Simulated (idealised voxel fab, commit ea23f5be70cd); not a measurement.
process module | voxel capacitor over wiring
cross-section cut | 265 nm wide | cells 5 nm
A cross-section is a grid of square cells, given in bands from the top down. A band is one or more rows of cells.
Each band's line starts with the height of the band's top and of its bottom, in nm. Then come its materials from left to right, each with its width in nm. One material with "throughout" fills the band from edge to edge. "air" is empty space.
Height 0 is the level under which the wafer as received is all one material. The lowest band goes on downwards, as in "0 down".
A width such as "30 to 40" changes by the same amount from each row of cells to the next, from the band's top row to its bottom row.
"no change" after a step means that no cell of the cross-section changed.
closed voids: empty space of 8 cells or more with no open way to the top, each as width x height at its distance from the left edge, in nm
after a step's settings: what the simulator itself notes on the step
overlay nm, on a step with a mask: how far to the right of its planned place the mask lay; to the left if negative
plan
1 op RECEIVE | material Si
2 op CONFORMAL_DEP | material SiO2 | thk nm 15
3 op CONFORMAL_DEP | material SiN | thk nm 5
4 op DIRECTIONAL_DEP | material SiO2 | thk nm 20
5 op PATTERN | tone open | mask id METAL_1 | material resist | width nm 30 | pitch nm 80 | thk nm 15 | overlay nm 0
6 op DIRECTIONAL_ETCH | etch materials SiO2 | depth nm 20
7 op DIRECTIONAL_ETCH | etch materials SiN | depth nm 5
8 op STRIP | etch materials resist
9 op CONFORMAL_DEP | material TiN | thk nm 5
10 op FILL_DEP | material Ru | thk nm 5
11 op CMP | height nm 40
12 op EPI | material Ru | thk nm 5
13 op FILL_DEP | material SiCN | thk nm 5
14 op DIRECTIONAL_DEP | material SiO2 | thk nm 20
15 op MASKED_ETCH | tone open | mask id PLUG_1 | width nm 15 | etch materials SiO2 | depth nm 20 | overlay nm 0
16 op MASKED_ETCH | tone open | mask id PLUG_1 | width nm 15 | etch materials SiCN | depth nm 5 | overlay nm 0
17 op EPI | material Ru | thk nm 10
18 op EPI | material Ru | thk nm 10
19 op EPI | material Ru | thk nm 5
20 op DIRECTIONAL_DEP | material TiN | thk nm 10
21 op DIRECTIONAL_DEP | material Al2O3 | thk nm 5
22 op DIRECTIONAL_DEP | material TiN | thk nm 10
23 op DIRECTIONAL_DEP | material aC | thk nm 15
24 op PATTERN | tone cover | mask id UPPER_PLATE | material resist | width nm 55 | thk nm 30 | overlay nm 0
25 op DIRECTIONAL_ETCH | etch materials aC | depth nm 15
26 op STRIP | etch materials resist
27 op DIRECTIONAL_ETCH | etch materials TiN | depth nm 10
28 op DIRECTIONAL_ETCH | etch materials Al2O3 | depth nm 5
29 op STRIP | etch materials aC
30 op MASKED_ETCH | tone cover | mask id LOWER_PLATE | width nm 65 | etch materials TiN | depth nm 10 | overlay nm 0
31 op FILL_DEP | material SiO2 | thk nm 15
32 op CMP | height nm 105
33 op DIRECTIONAL_DEP | material aC | thk nm 10
34 op PATTERN | tone open | mask id PLUG_2 | material resist | width nm 15 | thk nm 30 | overlay nm 0
35 op DIRECTIONAL_ETCH | etch materials aC | depth nm 10
36 op STRIP | etch materials resist
37 op DIRECTIONAL_ETCH | etch materials SiO2 | depth nm 10
38 op STRIP | etch materials aC
39 op CONFORMAL_DEP | material TiN | thk nm 5
40 op FILL_DEP | material Cu | thk nm 5
41 op CMP | height nm 105
42 op CONFORMAL_DEP | material SiCN | thk nm 5
as received, after step 1
  0 down: Si throughout
  closed voids: none
first wafer at the end, as planned
  110 to 105: SiCN throughout
  105 to 100: SiO2 100 | TiN 5 | Cu 5 | TiN 5 | SiO2 150
  100 to 95: SiO2 100 | TiN 15 | SiO2 150
  95 to 85: SiO2 90 | TiN 55 | SiO2 120
  85 to 80: SiO2 90 | Al2O3 55 | SiO2 120
  80 to 70: SiO2 85 | TiN 65 | SiO2 115
  70 to 50: SiO2 90 | Ru 15 | SiO2 160
  50 to 45: SiCN 90 | Ru 15 | SiCN 160
  45 to 40: SiCN 70 | Ru 40 | SiCN 40 | Ru 40 | SiCN 75
  40 to 20: SiO2 75 | TiN 5 | Ru 20 | TiN 5 | SiO2 50 | TiN 5 | Ru 20 | TiN 5 | SiO2 80
  20 to 15: SiN 75 | TiN 30 | SiN 50 | TiN 30 | SiN 80
  15 to 0: SiO2 throughout
  0 down: Si throughout
  closed voids: none
second wafer at the end: like start, like plan, one mistake
  110 to 105: SiCN throughout
  105 to 100: SiO2 100 | TiN 5 | Cu 5 | TiN 5 | SiO2 150
  100 to 95: SiO2 100 | TiN 15 | SiO2 150
  95 to 85: SiO2 90 | TiN 55 | SiO2 120
  85 to 75: SiO2 85 | TiN 65 | SiO2 115
  75 to 70: Al2O3 throughout
  70 to 50: SiO2 90 | Ru 15 | SiO2 160
  50 to 45: SiCN 90 | Ru 15 | SiCN 160
  45 to 40: SiCN 70 | Ru 40 | SiCN 40 | Ru 40 | SiCN 75
  40 to 20: SiO2 75 | TiN 5 | Ru 20 | TiN 5 | SiO2 50 | TiN 5 | Ru 20 | TiN 5 | SiO2 80
  20 to 15: SiN 75 | TiN 30 | SiN 50 | TiN 30 | SiN 80
  15 to 0: SiO2 throughout
  0 down: Si throughout
  closed voids: none
what went wrong: steps 20 and 21 were swapped
at the end the second wafer has, in cells: 42 more of Al2O3 | 42 fewer of SiO2
